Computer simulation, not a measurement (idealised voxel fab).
Name of the process module below: voxel transistor to metal
For reference, the cross-section in this document is cut, with width 160 nm and square cells of 5 nm.
Throughout this document, each cross-section is represented as a grid of square cells and is presented as a sequence of bands enumerated from the top downward, where a band comprises one or more rows of cells.
Band: top and bottom heights (nm) first, top before bottom; then materials from left to right, widths in nm. "full width" marks a sole material filling the band edge to edge. "blank" denotes empty space.
Measure heights from 0. That's the level where, below it, the as-received wafer is all one material. The lowest band is bottomless and extends downward; write it as in "z 0 and below".
The two numbers in a width such as "30 to 40" mark its ends across the band: the first belongs to the top row of cells, the second to the bottom row, and from each row to the next the width moves by the same amount.
"nothing altered" (step): cross-section cells unchanged, all of them.
Entry "Sealed voids" = empty spaces >= 8 cells with no open way to the top; each as width x height at distance, distance from left edge, all nm.
On a step's line, text after the settings is the simulator commenting on that step.
overlay nm, on a step with a mask: how far to the right of its planned place the mask lay; to the left if negative

## Process steps - plan
| 1 | RECEIVE with material Si |
| 2 | CONFORMAL_DEP with material SiO2, thk nm 5 |
| 3 | CONFORMAL_DEP with material SiN, thk nm 15 |
| 4 | DIRECTIONAL_DEP with material aC, thk nm 10 |
| 5 | PATTERN with tone cover, mask id ACTIVE, material resist, width nm 90, thk nm 30, overlay nm 0 |
| 6 | DIRECTIONAL_ETCH with etch materials aC, depth nm 10 |
| 7 | STRIP with etch materials resist |
| 8 | DIRECTIONAL_ETCH with etch materials SiN, depth nm 15 |
| 9 | DIRECTIONAL_ETCH with etch materials SiO2, depth nm 5 |
| 10 | DIRECTIONAL_ETCH with etch materials Si, depth nm 35 |
| 11 | STRIP with etch materials aC |
| 12 | FILL_DEP with material SiO2, thk nm 5 |
| 13 | CMP with height nm 20 |
| 14 | SELECTIVE_ETCH with etch materials SiO2, depth nm 10 |
| 15 | STRIP with etch materials SiN |
| 16 | SELECTIVE_ETCH with etch materials SiO2, depth nm 5 |
| 17 | OXIDIZE with depth nm 5 |
| 18 | DIRECTIONAL_DEP with material polySi, thk nm 20 |
| 19 | DIRECTIONAL_DEP with material SiCN, thk nm 10 |
| 20 | PATTERN with tone cover, mask id GATE, material resist, width nm 20, thk nm 20, overlay nm 0 |
| 21 | DIRECTIONAL_ETCH with etch materials SiCN, depth nm 20 |
| 22 | DIRECTIONAL_ETCH with etch materials polySi, depth nm 30 |
| 23 | STRIP with etch materials resist |
| 24 | CONFORMAL_DEP with material SiN, thk nm 5 |
| 25 | DIRECTIONAL_ETCH with etch materials SiN, depth nm 5 |
| 26 | DIRECTIONAL_ETCH with etch materials SiO2, depth nm 5 |
| 27 | DIRECTIONAL_ETCH with etch materials Si, depth nm 10 |
| 28 | EPI with material SiGe, thk nm 10 |
| 29 | FILL_DEP with material SiO2, thk nm 10 |
| 30 | CMP with height nm 30 |
| 31 | DIRECTIONAL_DEP with material SiO2, thk nm 15 |
| 32 | MASKED_ETCH with tone open, mask id CONTACT, width nm 15, pitch nm 65, etch materials SiO2, depth nm 50, overlay nm 0 |
| 33 | CONFORMAL_DEP with material TiN, thk nm 5 |
| 34 | FILL_DEP with material W, thk nm 5 |
| 35 | CMP with height nm 45 |
| 36 | DIRECTIONAL_DEP with material TiN, thk nm 5 |
| 37 | DIRECTIONAL_DEP with material Ru, thk nm 15 |
| 38 | MASKED_ETCH with tone cover, mask id METAL_1, width nm 15, pitch nm 65, etch materials Ru, depth nm 15, overlay nm 0 |
| 39 | MASKED_ETCH with tone cover, mask id METAL_1, width nm 15, pitch nm 65, etch materials TiN, depth nm 5, overlay nm 0 |
| 40 | FILL_DEP with material lowk, thk nm 5 |
| 41 | CMP with height nm 65 |
| 42 | CONFORMAL_DEP with material SiCN, thk nm 5 |
| 43 | DIRECTIONAL_DEP with material lowk, thk nm 25 |
| 44 | MASKED_ETCH with tone open, mask id METAL_2, width nm 15, pitch nm 65, etch materials lowk, depth nm 15, overlay nm 0 |
| 45 | PATTERN with tone open, mask id METAL_2_HOLES, material resist, width nm 15, pitch nm 65, thk nm 20, overlay nm 0 |
| 46 | DIRECTIONAL_ETCH with etch materials lowk, depth nm 10 |
| 47 | DIRECTIONAL_ETCH with etch materials SiCN, depth nm 5 |
| 48 | STRIP with etch materials resist |
| 49 | CONFORMAL_DEP with material TiN, thk nm 5 |
| 50 | FILL_DEP with material Cu, thk nm 10 |
| 51 | CMP with height nm 95 |
| 52 | CONFORMAL_DEP with material SiCN, thk nm 5 |

## Cross-section of the wafer upon arrival, representing the state reached after step 1
  z 0 and below = Si full width
  Sealed voids: none

## The module was run from the start shown above using the plan shown above, but one mistake was made doing it; the resulting wafer cross-section is below
  z 100 to 95 = SiCN full width
  z 95 to 70 = lowk (40) | TiN (5) | Cu (5) | TiN (5) | lowk (50) | TiN (5) | Cu (5) | TiN (5) | lowk (40)
  z 70 to 65 = SiCN (40) | TiN (15) | SiCN (50) | TiN (15) | SiCN (40)
  z 65 to 50 = lowk (40) | Ru (15) | lowk (50) | Ru (15) | lowk (40)
  z 50 to 45 = lowk (40) | TiN (15) | lowk (50) | TiN (15) | lowk (40)
  z 45 to 30 = SiO2 (40) | TiN (5) | W (5) | TiN (5) | SiO2 (50) | TiN (5) | W (5) | TiN (5) | SiO2 (40)
  z 30 to 20 = SiO2 (40) | TiN (5) | W (5) | TiN (5) | SiO2 (10) | SiN (5) | SiCN (20) | SiN (5) | SiO2 (10) | TiN (5) | W (5) | TiN (5) | SiO2 (40)
  z 20 to 5 = SiO2 (40) | TiN (5) | W (5) | TiN (5) | SiO2 (10) | SiN (5) | polySi (20) | SiN (5) | SiO2 (10) | TiN (5) | W (5) | TiN (5) | SiO2 (40)
  z 5 to 0 = SiO2 (35) | SiN (5) | TiN (5) | W (5) | TiN (5) | SiGe (10) | SiN (5) | polySi (20) | SiN (5) | SiGe (10) | TiN (5) | W (5) | TiN (5) | SiO2 (5) | SiN (5) | SiO2 (30)
  z 0 to -5 = SiO2 (40) | TiN (15) | SiGe (10) | SiO2 (30) | SiGe (10) | TiN (15) | SiO2 (40)
  z -5 to -15 = SiO2 (40) | SiGe (25) | Si (30) | SiGe (30) | SiO2 (35)
  z -15 to -35 = SiO2 (40) | Si (85) | SiO2 (35)
  z -35 and below = Si full width
  Sealed voids: none
The plan and the run diverged here: step 5 was not run as planned; what actually ran was PATTERN with tone cover, mask id ACTIVE, material resist, width nm 85, thk nm 30, overlay nm 0
